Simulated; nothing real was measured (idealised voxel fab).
Herein follows the process module entitled voxel spacer lines.
In the cross-section labelled cut, the width is 220 nm and each square cell is 5 nm.
A cross-section in this document is a grid of square cells, and it is written down as bands, the top band listed before the ones below it; a band is made up of one or more rows of cells. Within each band entry, the heights of the top and of the bottom of the band appear first, in that order and in nm; the materials of the band then follow from left to right, each with its corresponding width in nm. The designation "edge to edge" on a single material indicates that it fills the band from edge to edge; the designation "empty" indicates empty space. Convention: height 0 is the level below which the wafer, as received, is all one material. The lowest band does not terminate at the bottom but continues downward, represented as "0 down". So if you see something like "30 to 40" for the width, read it as the top row of the band sitting at the first number and the bottom row at the second, with every row in between moving by the same amount as the last. Where the words "all unchanged" appear for a step, the cross-section shows no cell changed by that step; every cell remained as before. Listed in "Closed void entries": every empty space of 8 or more cells without an open way to the top. Form: width x height at distance, the distance being from the left edge, all in nm. Anything after a step's settings on that line? It's the simulator's own note about the step. overlay nm, on a step with a mask: how far to the right of its planned place the mask lay; to the left if negative. Each pair of cross-sections that follows straddles one process step: the one shows the state before the step, the other the state after it, down to the lowest band that changed and no further. The step in question, and its settings, are given under the pair. Note that a pair is not necessarily a continuation of the pair above it, since pairs can come from different runs of this module on the same starting wafer; it is a continuation only where its entry headed "Pre-process state" says so.
[Pre-process state]
* 0 down = Si edge to edge
* Closed void entries: none
[Structure After Step]
* 5 to 0 = Al2O3 edge to edge
* Note: structure below 0 unchanged.
* Closed void entries: none
So what happened between those two cross-sections up there? CONFORMAL_DEP [material Al2O3] [thk nm 5]
Pre-process state: starting point is the after cross-section of the pair just above.
[Structure After Step]
* 15 to 5 = polySi edge to edge
* Note: structure below 5 unchanged.
* Closed void entries: none
So what happened between those two cross-sections up there? DIRECTIONAL_DEP [material polySi] [thk nm 10]
Pre-process state: starting point is the after cross-section of the pair just above.
[Structure After Step]
* 40 to 15 = aC edge to edge
* Note: structure below 15 unchanged.
* Closed void entries: none
So what happened between those two cross-sections up there? DIRECTIONAL_DEP [material aC] [thk nm 25]
Pre-process state: starting point is the after cross-section of the pair just above.
[Structure After Step]
* 75 to 40 = 15 of empty  25 of resist  55 of empty  25 of resist  55 of empty  25 of resist  20 of empty
* Note: structure below 40 unchanged.
* Closed void entries: none
So what happened between those two cross-sections up there? PATTERN [tone cover] [mask id MANDREL] [material resist] [width nm 25] [pitch nm 80] [thk nm 35] [overlay nm 0]
Pre-process state: starting point is the after cross-section of the pair just above.
[Structure After Step]
* 50 to 40 = 15 of empty  25 of resist  55 of empty  25 of resist  55 of empty  25 of resist  20 of empty
* 40 to 15 = 15 of empty  25 of aC  55 of empty  25 of aC  55 of empty  25 of aC  20 of empty
* Note: structure below 15 unchanged.
* Closed void entries: none
So what happened between those two cross-sections up there? DIRECTIONAL_ETCH [etch materials aC] [depth nm 25]
Pre-process state: starting point is the after cross-section of the pair just above.
[Structure After Step]
* 40 to 15 = 15 of empty  25 of aC  55 of empty  25 of aC  55 of empty  25 of aC  20 of empty
* Note: structure below 15 unchanged.
* Closed void entries: none
So what happened between those two cross-sections up there? STRIP [etch materials resist]
Pre-process state: starting point is the after cross-section of the pair just above.
[Structure After Step]
* 55 to 40 = 55 of SiN  25 of empty  55 of SiN  25 of empty  55 of SiN  5 of empty
* 40 to 30 = 15 of SiN  25 of aC  15 of SiN  25 of empty  15 of SiN  25 of aC  15 of SiN  25 of empty  15 of SiN  25 of aC  15 of SiN  5 of empty
* 30 to 15 = 15 of SiN  25 of aC  55 of SiN  25 of aC  55 of SiN  25 of aC  20 of SiN
* Note: structure below 15 unchanged.
* Closed void entries: none
So what happened between those two cross-sections up there? CONFORMAL_DEP [material SiN] [thk nm 15]
Pre-process state: starting point is the after cross-section of the pair just above.
[Structure After Step]
* 40 to 15 = 15 of SiN  25 of aC  15 of SiN  25 of empty  15 of SiN  25 of aC  15 of SiN  25 of empty  15 of SiN  25 of aC  15 of SiN  5 of empty
* Note: structure below 15 unchanged.
* Closed void entries: none
So what happened between those two cross-sections up there? DIRECTIONAL_ETCH [etch materials SiN] [depth nm 15]
Pre-process state: starting point is the after cross-section of the pair just above.
[Structure After Step]
* 40 to 15 = 15 of SiN  25 of empty  15 of SiN  25 of empty  15 of SiN  25 of empty  15 of SiN  25 of empty  15 of SiN  25 of empty  15 of SiN  5 of empty
* Note: structure below 15 unchanged.
* Closed void entries: none
So what happened between those two cross-sections up there? STRIP [etch materials aC]
Pre-process state: starting point is the after cross-section of the pair just above.
[Structure After Step]
* 40 to 15 = 15 of SiN  25 of empty  15 of SiN  25 of empty  15 of SiN  25 of empty  15 of SiN  25 of empty  15 of SiN  25 of empty  15 of SiN  5 of empty
* 15 to 5 = 15 of polySi  25 of empty  15 of polySi  25 of empty  15 of polySi  25 of empty  15 of polySi  25 of empty  15 of polySi  25 of empty  15 of polySi  5 of empty
* Note: structure below 5 unchanged.
* Closed void entries: none
So what happened between those two cross-sections up there? DIRECTIONAL_ETCH [etch materials polySi] [depth nm 10]
Pre-process state: starting point is the after cross-section of the pair just above.
[Structure After Step]
* 15 to 5 = 15 of polySi  25 of empty  15 of polySi  25 of empty  15 of polySi  25 of empty  15 of polySi  25 of empty  15 of polySi  25 of empty  15 of polySi  5 of empty
* Note: structure below 5 unchanged.
* Closed void entries: none
So what happened between those two cross-sections up there? STRIP [etch materials SiN]
[Pre-process state]
* 0 down = Si edge to edge
* Closed void entries: none
[Structure After Step]
* 10 to 0 = polySi edge to edge
* Note: structure below 0 unchanged.
* Closed void entries: none
So what happened between those two cross-sections up there? DIRECTIONAL_DEP [material polySi] [thk nm 10]
Pre-process state: starting point is the after cross-section of the pair just above.
[Structure After Step]
* 35 to 10 = aC edge to edge
* Note: structure below 10 unchanged.
* Closed void entries: none
So what happened between those two cross-sections up there? DIRECTIONAL_DEP [material aC] [thk nm 25]
Pre-process state: starting point is the after cross-section of the pair just above.
[Structure After Step]
* 70 to 35 = 15 of empty  25 of resist  55 of empty  25 of resist  55 of empty  25 of resist  20 of empty
* Note: structure below 35 unchanged.
* Closed void entries: none
So what happened between those two cross-sections up there? PATTERN [tone cover] [mask id MANDREL] [material resist] [width nm 25] [pitch nm 80] [thk nm 35] [overlay nm 0]
Pre-process state: starting point is the after cross-section of the pair just above.
[Structure After Step]
* 45 to 35 = 15 of empty  25 of resist  55 of empty  25 of resist  55 of empty  25 of resist  20 of empty
* 35 to 10 = 15 of empty  25 of aC  55 of empty  25 of aC  55 of empty  25 of aC  20 of empty
* Note: structure below 10 unchanged.
* Closed void entries: none
So what happened between those two cross-sections up there? DIRECTIONAL_ETCH [etch materials aC] [depth nm 25]
Pre-process state: starting point is the after cross-section of the pair just above.
[Structure After Step]
* 35 to 10 = 15 of empty  25 of aC  55 of empty  25 of aC  55 of empty  25 of aC  20 of empty
* Note: structure below 10 unchanged.
* Closed void entries: none
So what happened between those two cross-sections up there? STRIP [etch materials resist]
Pre-process state: starting point is the after cross-section of the pair just above.
[Structure After Step]
* 50 to 35 = 55 of SiN  25 of empty  55 of SiN  25 of empty  55 of SiN  5 of empty
* 35 to 25 = 15 of SiN  25 of aC  15 of SiN  25 of empty  15 of SiN  25 of aC  15 of SiN  25 of empty  15 of SiN  25 of aC  15 of SiN  5 of empty
* 25 to 10 = 15 of SiN  25 of aC  55 of SiN  25 of aC  55 of SiN  25 of aC  20 of SiN
* Note: structure below 10 unchanged.
* Closed void entries: none
So what happened between those two cross-sections up there? CONFORMAL_DEP [material SiN] [thk nm 15]
Pre-process state: starting point is the after cross-section of the pair just above.
[Structure After Step]
* 35 to 10 = 15 of SiN  25 of aC  15 of SiN  25 of empty  15 of SiN  25 of aC  15 of SiN  25 of empty  15 of SiN  25 of aC  15 of SiN  5 of empty
* Note: structure below 10 unchanged.
* Closed void entries: none
So what happened between those two cross-sections up there? DIRECTIONAL_ETCH [etch materials SiN] [depth nm 15]
Pre-process state: starting point is the after cross-section of the pair just above.
[Structure After Step]
* 35 to 10 = 15 of SiN  25 of empty  15 of SiN  25 of empty  15 of SiN  25 of empty  15 of SiN  25 of empty  15 of SiN  25 of empty  15 of SiN  5 of empty
* Note: structure below 10 unchanged.
* Closed void entries: none
So what happened between those two cross-sections up there? STRIP [etch materials aC]
Pre-process state: starting point is the after cross-section of the pair just above.
[Structure After Step]
* 35 to 10 = 15 of SiN  25 of empty  15 of SiN  25 of empty  15 of SiN  25 of empty  15 of SiN  25 of empty  15 of SiN  25 of empty  15 of SiN  5 of empty
* 10 to 0 = 15 of polySi  25 of empty  15 of polySi  25 of empty  15 of polySi  25 of empty  15 of polySi  25 of empty  15 of polySi  25 of empty  15 of polySi  5 of empty
* Note: structure below 0 unchanged.
* Closed void entries: none
So what happened between those two cross-sections up there? DIRECTIONAL_ETCH [etch materials polySi] [depth nm 10]
Pre-process state: starting point is the after cross-section of the pair just above.
[Structure After Step]
* 10 to 0 = 15 of polySi  25 of empty  15 of polySi  25 of empty  15 of polySi  25 of empty  15 of polySi  25 of empty  15 of polySi  25 of empty  15 of polySi  5 of empty
* Note: structure below 0 unchanged.
* Closed void entries: none
So what happened between those two cross-sections up there? STRIP [etch materials SiN]
[Pre-process state]
* 50 to 40 = 15 of empty  25 of resist  55 of empty  25 of resist  55 of empty  25 of resist  20 of empty
* 40 to 15 = 15 of empty  25 of aC  55 of empty  25 of aC  55 of empty  25 of aC  20 of empty
* 15 to 5 = polySi edge to edge
* 5 to 0 = Al2O3 edge to edge
* 0 down = Si edge to edge
* Closed void entries: none
[Structure After Step]
* 25 to 15 = 15 of empty  25 of aC  55 of empty  25 of aC  55 of empty  25 of aC  20 of empty
* Note: structure below 15 unchanged.
* Closed void entries: none
So what happened between those two cross-sections up there? DIRECTIONAL_ETCH [etch materials aC] [depth nm 25]
Pre-process state: starting point is the after cross-section of the pair just above.
[Structure After Step]
* 40 to 30 = 55 of SiN  25 of empty  55 of SiN  25 of empty  55 of SiN  5 of empty
* 30 to 25 = SiN edge to edge
* 25 to 15 = 15 of SiN  25 of aC  55 of SiN  25 of aC  55 of SiN  25 of aC  20 of SiN
* Note: structure below 15 unchanged.
* Closed void entries: none
So what happened between those two cross-sections up there? CONFORMAL_DEP [material SiN] [thk nm 15]
Pre-process state: starting point is the after cross-section of the pair just above.
[Structure After Step]
* 25 to 15 = 15 of SiN  25 of aC  15 of SiN  25 of empty  15 of SiN  25 of aC  15 of SiN  25 of empty  15 of SiN  25 of aC  15 of SiN  5 of empty
* Note: structure below 15 unchanged.
* Closed void entries: none
So what happened between those two cross-sections up there? DIRECTIONAL_ETCH [etch materials SiN] [depth nm 15]
Pre-process state: starting point is the after cross-section of the pair just above.
[Structure After Step]
* 25 to 15 = 15 of SiN  25 of empty  15 of SiN  25 of empty  15 of SiN  25 of empty  15 of SiN  25 of empty  15 of SiN  25 of empty  15 of SiN  5 of empty
* Note: structure below 15 unchanged.
* Closed void entries: none
So what happened between those two cross-sections up there? STRIP [etch materials aC]
Pre-process state: starting point is the after cross-section of the pair just above.
[Structure After Step]
* 25 to 15 = 15 of SiN  25 of empty  15 of SiN  25 of empty  15 of SiN  25 of empty  15 of SiN  25 of empty  15 of SiN  25 of empty  15 of SiN  5 of empty
* 15 to 5 = 15 of polySi  25 of empty  15 of polySi  25 of empty  15 of polySi  25 of empty  15 of polySi  25 of empty  15 of polySi  25 of empty  15 of polySi  5 of empty
* Note: structure below 5 unchanged.
* Closed void entries: none
So what happened between those two cross-sections up there? DIRECTIONAL_ETCH [etch materials polySi] [depth nm 10]
Pre-process state: starting point is the after cross-section of the pair just above.
[Structure After Step]
* 15 to 5 = 15 of polySi  25 of empty  15 of polySi  25 of empty  15 of polySi  25 of empty  15 of polySi  25 of empty  15 of polySi  25 of empty  15 of polySi  5 of empty
* Note: structure below 5 unchanged.
* Closed void entries: none
So what happened between those two cross-sections up there? STRIP [etch materials SiN]
[Pre-process state]
* 5 to 0 = Al2O3 edge to edge
* 0 down = Si edge to edge
* Closed void entries: none
[Structure After Step]
* 30 to 5 = aC edge to edge
* Note: structure below 5 unchanged.
* Closed void entries: none
So what happened between those two cross-sections up there? DIRECTIONAL_DEP [material aC] [thk nm 25]
Pre-process state: starting point is the after cross-section of the pair just above.
[Structure After Step]
* 40 to 30 = polySi edge to edge
* Note: structure below 30 unchanged.
* Closed void entries: none
So what happened between those two cross-sections up there? DIRECTIONAL_DEP [material polySi] [thk nm 10]
Pre-process state: starting point is the after cross-section of the pair just above.
[Structure After Step]
* 75 to 40 = 15 of empty  25 of resist  55 of empty  25 of resist  55 of empty  25 of resist  20 of empty
* Note: structure below 40 unchanged.
* Closed void entries: none
So what happened between those two cross-sections up there? PATTERN [tone cover] [mask id MANDREL] [material resist] [width nm 25] [pitch nm 80] [thk nm 35] [overlay nm 0]
Pre-process state: starting point is the after cross-section of the pair just above.
[Structure After Step]
* 50 to 40 = 15 of empty  25 of resist  55 of empty  25 of resist  55 of empty  25 of resist  20 of empty
* Note: structure below 40 unchanged.
* Closed void entries: none
So what happened between those two cross-sections up there? DIRECTIONAL_ETCH [etch materials aC] [depth nm 25]
Pre-process state: starting point is the after cross-section of the pair just above.
[Structure After Step]
* 40 to 30 = polySi edge to edge
* Note: structure below 30 unchanged.
* Closed void entries: none
So what happened between those two cross-sections up there? STRIP [etch materials resist]
Pre-process state: starting point is the after cross-section of the pair just above.
[Structure After Step]
* 55 to 40 = SiN edge to edge
* Note: structure below 40 unchanged.
* Closed void entries: none
So what happened between those two cross-sections up there? CONFORMAL_DEP [material SiN] [thk nm 15]
Pre-process state: starting point is the after cross-section of the pair just above.
[Structure After Step]
* 40 to 30 = polySi edge to edge
* Note: structure below 30 unchanged.
* Closed void entries: none
So what happened between those two cross-sections up there? DIRECTIONAL_ETCH [etch materials SiN] [depth nm 15]
Pre-process state: starting point is the after cross-section of the pair just above.
[Structure After Step]
* 30 to 5 = aC edge to edge
* Note: structure below 5 unchanged.
* Closed void entries: none
So what happened between those two cross-sections up there? DIRECTIONAL_ETCH [etch materials polySi] [depth nm 10]
[Pre-process state]
* 5 to 0 = Al2O3 edge to edge
* 0 down = Si edge to edge
* Closed void entries: none
[Structure After Step]
* 20 to 5 = polySi edge to edge
* Note: structure below 5 unchanged.
* Closed void entries: none
So what happened between those two cross-sections up there? DIRECTIONAL_DEP [material polySi] [thk nm 15]
Pre-process state: starting point is the after cross-section of the pair just above.
[Structure After Step]
* 45 to 20 = aC edge to edge
* Note: structure below 20 unchanged.
* Closed void entries: none
So what happened between those two cross-sections up there? DIRECTIONAL_DEP [material aC] [thk nm 25]
Pre-process state: starting point is the after cross-section of the pair just above.
[Structure After Step]
* 80 to 45 = 15 of empty  25 of resist  55 of empty  25 of resist  55 of empty  25 of resist  20 of empty
* Note: structure below 45 unchanged.
* Closed void entries: none
So what happened between those two cross-sections up there? PATTERN [tone cover] [mask id MANDREL] [material resist] [width nm 25] [pitch nm 80] [thk nm 35] [overlay nm 0]
Pre-process state: starting point is the after cross-section of the pair just above.
[Structure After Step]
* 55 to 45 = 15 of empty  25 of resist  55 of empty  25 of resist  55 of empty  25 of resist  20 of empty
* 45 to 20 = 15 of empty  25 of aC  55 of empty  25 of aC  55 of empty  25 of aC  20 of empty
* Note: structure below 20 unchanged.
* Closed void entries: none
So what happened between those two cross-sections up there? DIRECTIONAL_ETCH [etch materials aC] [depth nm 25]
Pre-process state: starting point is the after cross-section of the pair just above.
[Structure After Step]
* 45 to 20 = 15 of empty  25 of aC  55 of empty  25 of aC  55 of empty  25 of aC  20 of empty
* Note: structure below 20 unchanged.
* Closed void entries: none
So what happened between those two cross-sections up there? STRIP [etch materials resist]
Pre-process state: starting point is the after cross-section of the pair just above.
[Structure After Step]
* 60 to 45 = 55 of SiN  25 of empty  55 of SiN  25 of empty  55 of SiN  5 of empty
* 45 to 35 = 15 of SiN  25 of aC  15 of SiN  25 of empty  15 of SiN  25 of aC  15 of SiN  25 of empty  15 of SiN  25 of aC  15 of SiN  5 of empty
* 35 to 20 = 15 of SiN  25 of aC  55 of SiN  25 of aC  55 of SiN  25 of aC  20 of SiN
* Note: structure below 20 unchanged.
* Closed void entries: none
So what happened between those two cross-sections up there? CONFORMAL_DEP [material SiN] [thk nm 15]
Pre-process state: starting point is the after cross-section of the pair just above.
[Structure After Step]
* 45 to 20 = 15 of SiN  25 of aC  15 of SiN  25 of empty  15 of SiN  25 of aC  15 of SiN  25 of empty  15 of SiN  25 of aC  15 of SiN  5 of empty
* Note: structure below 20 unchanged.
* Closed void entries: none
So what happened between those two cross-sections up there? DIRECTIONAL_ETCH [etch materials SiN] [depth nm 15]
Pre-process state: starting point is the after cross-section of the pair just above.
[Structure After Step]
* 45 to 20 = 15 of SiN  25 of empty  15 of SiN  25 of empty  15 of SiN  25 of empty  15 of SiN  25 of empty  15 of SiN  25 of empty  15 of SiN  5 of empty
* Note: structure below 20 unchanged.
* Closed void entries: none
So what happened between those two cross-sections up there? STRIP [etch materials aC]
Pre-process state: starting point is the after cross-section of the pair just above.
[Structure After Step]
* 45 to 20 = 15 of SiN  25 of empty  15 of SiN  25 of empty  15 of SiN  25 of empty  15 of SiN  25 of empty  15 of SiN  25 of empty  15 of SiN  5 of empty
* 20 to 10 = 15 of polySi  25 of empty  15 of polySi  25 of empty  15 of polySi  25 of empty  15 of polySi  25 of empty  15 of polySi  25 of empty  15 of polySi  5 of empty
* Note: structure below 10 unchanged.
* Closed void entries: none
So what happened between those two cross-sections up there? DIRECTIONAL_ETCH [etch materials polySi] [depth nm 10]
Pre-process state: starting point is the after cross-section of the pair just above.
[Structure After Step]
* 20 to 10 = 15 of polySi  25 of empty  15 of polySi  25 of empty  15 of polySi  25 of empty  15 of polySi  25 of empty  15 of polySi  25 of empty  15 of polySi  5 of empty
* Note: structure below 10 unchanged.
* Closed void entries: none
So what happened between those two cross-sections up there? STRIP [etch materials SiN]
[Pre-process state]
* 40 to 15 = aC edge to edge
* 15 to 5 = polySi edge to edge
* 5 to 0 = Al2O3 edge to edge
* 0 down = Si edge to edge
* Closed void entries: none
[Structure After Step]
* 75 to 40 = 20 of empty  15 of resist  65 of empty  15 of resist  65 of empty  15 of resist  25 of empty
* Note: structure below 40 unchanged.
* Closed void entries: none
So what happened between those two cross-sections up there? PATTERN [tone cover] [mask id MANDREL] [material resist] [width nm 15] [pitch nm 80] [thk nm 35] [overlay nm 0]
Pre-process state: starting point is the after cross-section of the pair just above.
[Structure After Step]
* 50 to 40 = 20 of empty  15 of resist  65 of empty  15 of resist  65 of empty  15 of resist  25 of empty
* 40 to 15 = 20 of empty  15 of aC  65 of empty  15 of aC  65 of empty  15 of aC  25 of empty
* Note: structure below 15 unchanged.
* Closed void entries: none
So what happened between those two cross-sections up there? DIRECTIONAL_ETCH [etch materials aC] [depth nm 25]
Pre-process state: starting point is the after cross-section of the pair just above.
[Structure After Step]
* 40 to 15 = 20 of empty  15 of aC  65 of empty  15 of aC  65 of empty  15 of aC  25 of empty
* Note: structure below 15 unchanged.
* Closed void entries: none
So what happened between those two cross-sections up there? STRIP [etch materials resist]
Pre-process state: starting point is the after cross-section of the pair just above.
[Structure After Step]
* 55 to 40 = 5 of empty  45 of SiN  35 of empty  45 of SiN  35 of empty  45 of SiN  10 of empty
* 40 to 30 = 5 of empty  15 of SiN  15 of aC  15 of SiN  35 of empty  15 of SiN  15 of aC  15 of SiN  35 of empty  15 of SiN  15 of aC  15 of SiN  10 of empty
* 30 to 15 = 20 of SiN  15 of aC  65 of SiN  15 of aC  65 of SiN  15 of aC  25 of SiN
* Note: structure below 15 unchanged.
* Closed void entries: none
So what happened between those two cross-sections up there? CONFORMAL_DEP [material SiN] [thk nm 15]
Pre-process state: starting point is the after cross-section of the pair just above.
[Structure After Step]
* 40 to 15 = 5 of empty  15 of SiN  15 of aC  15 of SiN  35 of empty  15 of SiN  15 of aC  15 of SiN  35 of empty  15 of SiN  15 of aC  15 of SiN  10 of empty
* Note: structure below 15 unchanged.
* Closed void entries: none
So what happened between those two cross-sections up there? DIRECTIONAL_ETCH [etch materials SiN] [depth nm 15]
Pre-process state: starting point is the after cross-section of the pair just above.
[Structure After Step]
* 40 to 15 = 5 of empty  15 of SiN  15 of empty  15 of SiN  35 of empty  15 of SiN  15 of empty  15 of SiN  35 of empty  15 of SiN  15 of empty  15 of SiN  10 of empty
* Note: structure below 15 unchanged.
* Closed void entries: none
So what happened between those two cross-sections up there? STRIP [etch materials aC]
Pre-process state: starting point is the after cross-section of the pair just above.
[Structure After Step]
* 40 to 15 = 5 of empty  15 of SiN  15 of empty  15 of SiN  35 of empty  15 of SiN  15 of empty  15 of SiN  35 of empty  15 of SiN  15 of empty  15 of SiN  10 of empty
* 15 to 5 = 5 of empty  15 of polySi  15 of empty  15 of polySi  35 of empty  15 of polySi  15 of empty  15 of polySi  35 of empty  15 of polySi  15 of empty  15 of polySi  10 of empty
* Note: structure below 5 unchanged.
* Closed void entries: none
So what happened between those two cross-sections up there? DIRECTIONAL_ETCH [etch materials polySi] [depth nm 10]
Pre-process state: starting point is the after cross-section of the pair just above.
[Structure After Step]
* 15 to 5 = 5 of empty  15 of polySi  15 of empty  15 of polySi  35 of empty  15 of polySi  15 of empty  15 of polySi  35 of empty  15 of polySi  15 of empty  15 of polySi  10 of empty
* Note: structure below 5 unchanged.
* Closed void entries: none
So what happened between those two cross-sections up there? STRIP [etch materials SiN]
[Pre-process state]
* 40 to 15 = aC edge to edge
* 15 to 5 = polySi edge to edge
* 5 to 0 = Al2O3 edge to edge
* 0 down = Si edge to edge
* Closed void entries: none
[Structure After Step]
* 75 to 40 = 20 of empty  25 of resist  55 of empty  25 of resist  55 of empty  25 of resist  15 of empty
* Note: structure below 40 unchanged.
* Closed void entries: none
So what happened between those two cross-sections up there? PATTERN [tone cover] [mask id MANDREL] [material resist] [width nm 25] [pitch nm 80] [thk nm 35] [overlay nm 5]
Pre-process state: starting point is the after cross-section of the pair just above.
[Structure After Step]
* 50 to 40 = 20 of empty  25 of resist  55 of empty  25 of resist  55 of empty  25 of resist  15 of empty
* 40 to 15 = 20 of empty  25 of aC  55 of empty  25 of aC  55 of empty  25 of aC  15 of empty
* Note: structure below 15 unchanged.
* Closed void entries: none
So what happened between those two cross-sections up there? DIRECTIONAL_ETCH [etch materials aC] [depth nm 25]
Pre-process state: starting point is the after cross-section of the pair just above.
[Structure After Step]
* 40 to 15 = 20 of empty  25 of aC  55 of empty  25 of aC  55 of empty  25 of aC  15 of empty
* Note: structure below 15 unchanged.
* Closed void entries: none
So what happened between those two cross-sections up there? STRIP [etch materials resist]
Pre-process state: starting point is the after cross-section of the pair just above.
[Structure After Step]
* 55 to 40 = 5 of empty  55 of SiN  25 of empty  55 of SiN  25 of empty  55 of SiN
* 40 to 30 = 5 of empty  15 of SiN  25 of aC  15 of SiN  25 of empty  15 of SiN  25 of aC  15 of SiN  25 of empty  15 of SiN  25 of aC  15 of SiN
* 30 to 15 = 20 of SiN  25 of aC  55 of SiN  25 of aC  55 of SiN  25 of aC  15 of SiN
* Note: structure below 15 unchanged.
* Closed void entries: none
So what happened between those two cross-sections up there? CONFORMAL_DEP [material SiN] [thk nm 15]
Pre-process state: starting point is the after cross-section of the pair just above.
[Structure After Step]
* 40 to 15 = 5 of empty  15 of SiN  25 of aC  15 of SiN  25 of empty  15 of SiN  25 of aC  15 of SiN  25 of empty  15 of SiN  25 of aC  15 of SiN
* Note: structure below 15 unchanged.
* Closed void entries: none
So what happened between those two cross-sections up there? DIRECTIONAL_ETCH [etch materials SiN] [depth nm 15]
Pre-process state: starting point is the after cross-section of the pair just above.
[Structure After Step]
* 40 to 15 = 5 of empty  15 of SiN  25 of empty  15 of SiN  25 of empty  15 of SiN  25 of empty  15 of SiN  25 of empty  15 of SiN  25 of empty  15 of SiN
* Note: structure below 15 unchanged.
* Closed void entries: none
So what happened between those two cross-sections up there? STRIP [etch materials aC]
Pre-process state: starting point is the after cross-section of the pair just above.
[Structure After Step]
* 40 to 15 = 5 of empty  15 of SiN  25 of empty  15 of SiN  25 of empty  15 of SiN  25 of empty  15 of SiN  25 of empty  15 of SiN  25 of empty  15 of SiN
* 15 to 5 = 5 of empty  15 of polySi  25 of empty  15 of polySi  25 of empty  15 of polySi  25 of empty  15 of polySi  25 of empty  15 of polySi  25 of empty  15 of polySi
* Note: structure below 5 unchanged.
* Closed void entries: none
So what happened between those two cross-sections up there? DIRECTIONAL_ETCH [etch materials polySi] [depth nm 10]
Pre-process state: starting point is the after cross-section of the pair just above.
[Structure After Step]
* 15 to 5 = 5 of empty  15 of polySi  25 of empty  15 of polySi  25 of empty  15 of polySi  25 of empty  15 of polySi  25 of empty  15 of polySi  25 of empty  15 of polySi
* Note: structure below 5 unchanged.
* Closed void entries: none
So what happened between those two cross-sections up there? STRIP [etch materials SiN]
[Pre-process state]
* 40 to 15 = 15 of empty  25 of aC  55 of empty  25 of aC  55 of empty  25 of aC  20 of empty
* 15 to 5 = polySi edge to edge
* 5 to 0 = Al2O3 edge to edge
* 0 down = Si edge to edge
* Closed void entries: none
[Structure After Step]
* 55 to 40 = 55 of polySi  25 of empty  55 of polySi  25 of empty  55 of polySi  5 of empty
* 40 to 30 = 15 of polySi  25 of aC  15 of polySi  25 of empty  15 of polySi  25 of aC  15 of polySi  25 of empty  15 of polySi  25 of aC  15 of polySi  5 of empty
* 30 to 15 = 15 of polySi  25 of aC  55 of polySi  25 of aC  55 of polySi  25 of aC  20 of polySi
* Note: structure below 15 unchanged.
* Closed void entries: none
So what happened between those two cross-sections up there? CONFORMAL_DEP [material polySi] [thk nm 15]
Pre-process state: starting point is the after cross-section of the pair just above.
[Structure After Step]
* 45 to 40 = 55 of polySi  25 of empty  55 of polySi  25 of empty  55 of polySi  5 of empty
* 40 to 20 = 15 of polySi  25 of aC  15 of polySi  25 of empty  15 of polySi  25 of aC  15 of polySi  25 of empty  15 of polySi  25 of aC  15 of polySi  5 of empty
* Note: structure below 20 unchanged.
* Closed void entries: none
So what happened between those two cross-sections up there? DIRECTIONAL_ETCH [etch materials polySi] [depth nm 10]
[Pre-process state]
* 40 to 15 = aC edge to edge
* 15 to 5 = polySi edge to edge
* 5 to 0 = Al2O3 edge to edge
* 0 down = Si edge to edge
* Closed void entries: none
[Structure After Step]
* 75 to 40 = 15 of resist  25 of empty  55 of resist  25 of empty  55 of resist  25 of empty  20 of resist
* Note: structure below 40 unchanged.
* Closed void entries: none
So what happened between those two cross-sections up there? PATTERN [tone open] [mask id MANDREL] [material resist] [width nm 25] [pitch nm 80] [thk nm 35] [overlay nm 0]
Pre-process state: starting point is the after cross-section of the pair just above.
[Structure After Step]
* 50 to 40 = 15 of resist  25 of empty  55 of resist  25 of empty  55 of resist  25 of empty  20 of resist
* 40 to 15 = 15 of aC  25 of empty  55 of aC  25 of empty  55 of aC  25 of empty  20 of aC
* Note: structure below 15 unchanged.
* Closed void entries: none
So what happened between those two cross-sections up there? DIRECTIONAL_ETCH [etch materials aC] [depth nm 25]
Pre-process state: starting point is the after cross-section of the pair just above.
[Structure After Step]
* 40 to 15 = 15 of aC  25 of empty  55 of aC  25 of empty  55 of aC  25 of empty  20 of aC
* Note: structure below 15 unchanged.
* Closed void entries: none
So what happened between those two cross-sections up there? STRIP [etch materials resist]
Pre-process state: starting point is the after cross-section of the pair just above.
[Structure After Step]
* 55 to 40 = SiN edge to edge
* 40 to 15 = 15 of aC  25 of SiN  55 of aC  25 of SiN  55 of aC  25 of SiN  20 of aC
* Note: structure below 15 unchanged.
* Closed void entries: none
So what happened between those two cross-sections up there? CONFORMAL_DEP [material SiN] [thk nm 15]
Pre-process state: starting point is the after cross-section of the pair just above.
[Structure After Step]
* 40 to 15 = 15 of aC  25 of SiN  55 of aC  25 of SiN  55 of aC  25 of SiN  20 of aC
* Note: structure below 15 unchanged.
* Closed void entries: none
So what happened between those two cross-sections up there? DIRECTIONAL_ETCH [etch materials SiN] [depth nm 15]
Pre-process state: starting point is the after cross-section of the pair just above.
[Structure After Step]
* 40 to 15 = 15 of empty  25 of SiN  55 of empty  25 of SiN  55 of empty  25 of SiN  20 of empty
* Note: structure below 15 unchanged.
* Closed void entries: none
So what happened between those two cross-sections up there? STRIP [etch materials aC]
Pre-process state: starting point is the after cross-section of the pair just above.
[Structure After Step]
* 40 to 15 = 15 of empty  25 of SiN  55 of empty  25 of SiN  55 of empty  25 of SiN  20 of empty
* 15 to 5 = 15 of empty  25 of polySi  55 of empty  25 of polySi  55 of empty  25 of polySi  20 of empty
* Note: structure below 5 unchanged.
* Closed void entries: none
So what happened between those two cross-sections up there? DIRECTIONAL_ETCH [etch materials polySi] [depth nm 10]
Pre-process state: starting point is the after cross-section of the pair just above.
[Structure After Step]
* 15 to 5 = 15 of empty  25 of polySi  55 of empty  25 of polySi  55 of empty  25 of polySi  20 of empty
* Note: structure below 5 unchanged.
* Closed void entries: none
So what happened between those two cross-sections up there? STRIP [etch materials SiN]
